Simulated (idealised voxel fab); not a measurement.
The following is a process module called voxel fin reveal.
Cross-sectional view cut (width: 245 nm; square cell size: 5 nm).
Cross-section = grid of square cells, listed top down in bands; band = one or more rows.
Heads up on the band format: heights come first, top then bottom, in nm. After that it's the materials left to right, each with its width in nm. A single material flagged "throughout" fills the whole band edge to edge, and "empty" means there's empty space there.
We count height from 0. Below that, the starting wafer is all one material. The lowest band never ends at the bottom but goes on down; see "0 down" for how that is written.
A two-number width, for instance "30->40", indicates that the width is equal to the first number in the top row of the band and to the second number in the bottom row, and that it changes by a constant amount per row of cells.
Basically "everything unchanged" means that step didn't change any cell in the cross-section.
This entry, "Fully enclosed voids", enumerates those empty regions of no fewer than 8 cells that possess no open connection to the top. Each region is reported in the form width x height at distance, the distance being taken from the left edge, with all three quantities expressed in nm.
Text after the settings on a step's line: the simulator's own remark on that step.
overlay nm: where the mask lay relative to plan, measured to the right, on steps with a mask; negatives go left.
### Steps planned for the process
1. RECEIVE [material Si]
2. CONFORMAL_DEP [material SiN] [thk nm 10]
3. MASKED_ETCH [tone cover] [mask id FINS] [width nm 15] [pitch nm 40] [etch materials SiN] [depth nm 10] [overlay nm 0]
4. MASKED_ETCH [tone cover] [mask id FINS] [width nm 15] [pitch nm 40] [etch materials Si] [depth nm 35] [overlay nm 0]
5. OXIDIZE [depth nm 5]
6. FILL_DEP [material SiO2] [thk nm 15]
7. CMP [height nm 10]
8. SELECTIVE_ETCH [etch materials SiO2] [depth nm 20]
9. STRIP [etch materials SiN]
10. CONFORMAL_DEP [material HfO2] [thk nm 5]
### Cross-section of the wafer at receipt, which is the condition after step 1
    0 down | Si throughout
    Fully enclosed voids: none
### The cross-section shown corresponds to the wafer at the conclusion of the module. The initial structure and the process plan are those presented above; however, one mistake occurred in executing the plan
    5 to 0 | empty 60 nm / HfO2 15 nm / empty 25 nm / HfO2 15 nm / empty 25 nm / HfO2 15 nm / empty 25 nm / HfO2 15 nm / empty 50 nm
    0 to -5 | empty 55 nm / HfO2 10 nm / Si 5 nm / HfO2 5 nm / empty 20 nm / HfO2 10 nm / Si 5 nm / HfO2 5 nm / empty 20 nm / HfO2 10 nm / Si 5 nm / HfO2 5 nm / empty 20 nm / HfO2 10 nm / Si 5 nm / HfO2 5 nm / empty 50 nm
    -5 to -10 | HfO2 60 nm / Si 10 nm / HfO2 30 nm / Si 10 nm / HfO2 30 nm / Si 10 nm / HfO2 30 nm / Si 10 nm / HfO2 55 nm
    -10 to -40 | SiO2 60 nm / Si 10 nm / SiO2 30 nm / Si 10 nm / SiO2 30 nm / Si 10 nm / SiO2 30 nm / Si 10 nm / SiO2 55 nm
    -40 down | Si throughout
    Fully enclosed voids: none
Deviation from plan: contrary to plan, step 3 was performed as MASKED_ETCH [tone cover] [mask id FINS] [width nm 15] [pitch nm 40] [etch materials SiN] [depth nm 10] [overlay nm 5]
